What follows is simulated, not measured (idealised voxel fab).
process module | voxel air gaps
cross-section cut | 175 nm wide | cells 5 nm
A cross-section is a grid of square cells, given in bands from the top down. A band is one or more rows of cells.
Each band's line starts with the height of the band's top and of its bottom, in nm. Then come its materials from left to right, each with its width in nm. One material with "throughout" fills the band from edge to edge. "air" is empty space.
Height 0 is the level under which the wafer as received is all one material. The lowest band goes on downwards, as in "0 down".
A width such as "30 to 40" changes by the same amount from each row of cells to the next, from the band's top row to its bottom row.
"no change" after a step means that no cell of the cross-section changed.
closed voids: empty space of 8 cells or more with no open way to the top, each as width x height at its distance from the left edge, in nm
after a step's settings: what the simulator itself notes on the step
overlay nm, on a step with a mask: how far to the right of its planned place the mask lay; to the left if negative
plan
1 op RECEIVE | material Si
2 op CONFORMAL_DEP | material SiO2 | thk nm 10
3 op CONFORMAL_DEP | material SiN | thk nm 5
4 op DIRECTIONAL_DEP | material SiO2 | thk nm 35
5 op DIRECTIONAL_DEP | material aC | thk nm 15
6 op PATTERN | tone open | mask id LINES | material resist | width nm 25 | pitch nm 50 | thk nm 30 | overlay nm 0
7 op DIRECTIONAL_ETCH | etch materials aC | depth nm 15
8 op STRIP | etch materials resist
9 op DIRECTIONAL_ETCH | etch materials SiO2 | depth nm 35
10 op STRIP | etch materials aC
11 op CONFORMAL_DEP | material TiN | thk nm 5
12 op FILL_DEP | material Cu | thk nm 5
13 op CMP | height nm 50
14 op EPI | material Ru | thk nm 10
15 op SELECTIVE_ETCH | etch materials SiO2 | depth nm 45
16 op CONFORMAL_DEP | material SiN | thk nm 5
first wafer, as planned
as received, after step 1
  0 down: Si throughout
  closed voids: none
after step 2
  10 to 0: SiO2 throughout
  below 0: unchanged
after step 3
  15 to 10: SiN throughout
  below 10: unchanged
after step 4
  50 to 15: SiO2 throughout
  below 15: unchanged
after step 5
  65 to 50: aC throughout
  below 50: unchanged
after step 6
  95 to 65: resist 25 | air 25 | resist 25 | air 25 | resist 25 | air 25 | resist 25
  below 65: unchanged
after step 7
  80 to 65: resist 25 | air 25 | resist 25 | air 25 | resist 25 | air 25 | resist 25
  65 to 50: aC 25 | air 25 | aC 25 | air 25 | aC 25 | air 25 | aC 25
  below 50: unchanged
after step 8
  65 to 50: aC 25 | air 25 | aC 25 | air 25 | aC 25 | air 25 | aC 25
  below 50: unchanged
after step 9
  65 to 50: aC 25 | air 25 | aC 25 | air 25 | aC 25 | air 25 | aC 25
  50 to 15: SiO2 25 | air 25 | SiO2 25 | air 25 | SiO2 25 | air 25 | SiO2 25
  below 15: unchanged
after step 10
  50 to 15: SiO2 25 | air 25 | SiO2 25 | air 25 | SiO2 25 | air 25 | SiO2 25
  below 15: unchanged
after step 11
  55 to 50: TiN 30 | air 15 | TiN 35 | air 15 | TiN 35 | air 15 | TiN 30
  50 to 20: SiO2 25 | TiN 5 | air 15 | TiN 5 | SiO2 25 | TiN 5 | air 15 | TiN 5 | SiO2 25 | TiN 5 | air 15 | TiN 5 | SiO2 25
  20 to 15: SiO2 25 | TiN 25 | SiO2 25 | TiN 25 | SiO2 25 | TiN 25 | SiO2 25
  below 15: unchanged
after step 12
  60 to 55: Cu throughout
  55 to 50: TiN 30 | Cu 15 | TiN 35 | Cu 15 | TiN 35 | Cu 15 | TiN 30
  50 to 20: SiO2 25 | TiN 5 | Cu 15 | TiN 5 | SiO2 25 | TiN 5 | Cu 15 | TiN 5 | SiO2 25 | TiN 5 | Cu 15 | TiN 5 | SiO2 25
  below 20: unchanged
after step 13
  50 to 20: SiO2 25 | TiN 5 | Cu 15 | TiN 5 | SiO2 25 | TiN 5 | Cu 15 | TiN 5 | SiO2 25 | TiN 5 | Cu 15 | TiN 5 | SiO2 25
  below 20: unchanged
after step 14
  60 to 50: air 15 | Ru 45 | air 5 | Ru 45 | air 5 | Ru 45 | air 15
  below 50: unchanged
after step 15
  60 to 50: air 15 | Ru 45 | air 5 | Ru 45 | air 5 | Ru 45 | air 15
  50 to 20: air 25 | TiN 5 | Cu 15 | TiN 5 | air 25 | TiN 5 | Cu 15 | TiN 5 | air 25 | TiN 5 | Cu 15 | TiN 5 | air 25
  20 to 15: air 25 | TiN 25 | air 25 | TiN 25 | air 25 | TiN 25 | air 25
  below 15: unchanged
after step 16
  65 to 60: air 10 | SiN 155 | air 10
  60 to 50: air 10 | SiN 5 | Ru 45 | SiN 5 | Ru 45 | SiN 5 | Ru 45 | SiN 5 | air 10
  50 to 45: air 10 | SiN 15 | TiN 5 | Cu 15 | TiN 5 | SiN 25 | TiN 5 | Cu 15 | TiN 5 | SiN 25 | TiN 5 | Cu 15 | TiN 5 | SiN 15 | air 10
  45 to 20: air 20 | SiN 5 | TiN 5 | Cu 15 | TiN 5 | SiN 5 | air 15 | SiN 5 | TiN 5 | Cu 15 | TiN 5 | SiN 5 | air 15 | SiN 5 | TiN 5 | Cu 15 | TiN 5 | SiN 5 | air 20
  20 to 15: SiN 25 | TiN 25 | SiN 25 | TiN 25 | SiN 25 | TiN 25 | SiN 25
  below 15: unchanged
  closed voids: 15 x 25 at 55; 15 x 25 at 105
second wafer: like start, like plan, one mistake. Through step 1 it matches the first wafer
when step 2 should have ended
  5 to 0: SiO2 throughout
  below 0: unchanged
when step 3 should have ended
  10 to 5: SiN throughout
  below 5: unchanged
when step 4 should have ended
  45 to 10: SiO2 throughout
  below 10: unchanged
when step 5 should have ended
  60 to 45: aC throughout
  below 45: unchanged
when step 6 should have ended
  90 to 60: resist 25 | air 25 | resist 25 | air 25 | resist 25 | air 25 | resist 25
  below 60: unchanged
when step 7 should have ended
  75 to 60: resist 25 | air 25 | resist 25 | air 25 | resist 25 | air 25 | resist 25
  60 to 45: aC 25 | air 25 | aC 25 | air 25 | aC 25 | air 25 | aC 25
  below 45: unchanged
when step 8 should have ended
  60 to 45: aC 25 | air 25 | aC 25 | air 25 | aC 25 | air 25 | aC 25
  below 45: unchanged
when step 9 should have ended
  60 to 45: aC 25 | air 25 | aC 25 | air 25 | aC 25 | air 25 | aC 25
  45 to 10: SiO2 25 | air 25 | SiO2 25 | air 25 | SiO2 25 | air 25 | SiO2 25
  below 10: unchanged
when step 10 should have ended
  45 to 10: SiO2 25 | air 25 | SiO2 25 | air 25 | SiO2 25 | air 25 | SiO2 25
  below 10: unchanged
when step 11 should have ended
  50 to 45: TiN 30 | air 15 | TiN 35 | air 15 | TiN 35 | air 15 | TiN 30
  45 to 15: SiO2 25 | TiN 5 | air 15 | TiN 5 | SiO2 25 | TiN 5 | air 15 | TiN 5 | SiO2 25 | TiN 5 | air 15 | TiN 5 | SiO2 25
  15 to 10: SiO2 25 | TiN 25 | SiO2 25 | TiN 25 | SiO2 25 | TiN 25 | SiO2 25
  below 10: unchanged
when step 12 should have ended
  55 to 50: Cu throughout
  50 to 45: TiN 30 | Cu 15 | TiN 35 | Cu 15 | TiN 35 | Cu 15 | TiN 30
  45 to 15: SiO2 25 | TiN 5 | Cu 15 | TiN 5 | SiO2 25 | TiN 5 | Cu 15 | TiN 5 | SiO2 25 | TiN 5 | Cu 15 | TiN 5 | SiO2 25
  below 15: unchanged
when step 13 should have ended
  50 to 45: TiN 30 | Cu 15 | TiN 35 | Cu 15 | TiN 35 | Cu 15 | TiN 30
  below 45: unchanged
when step 14 should have ended
  60 to 50: Ru throughout
  below 50: unchanged
when step 15 should have ended: no change
when step 16 should have ended
  65 to 60: SiN throughout
  below 60: unchanged
what went wrong: step 2 ran as: op CONFORMAL_DEP | material SiO2 | thk nm 5
at the end the second wafer has, in cells: 9 more of Cu | 16 more of Ru | 70 fewer of SiN | 105 more of SiO2 | 26 more of TiN
closed voids at the end (first wafer, second wafer): 2, 0
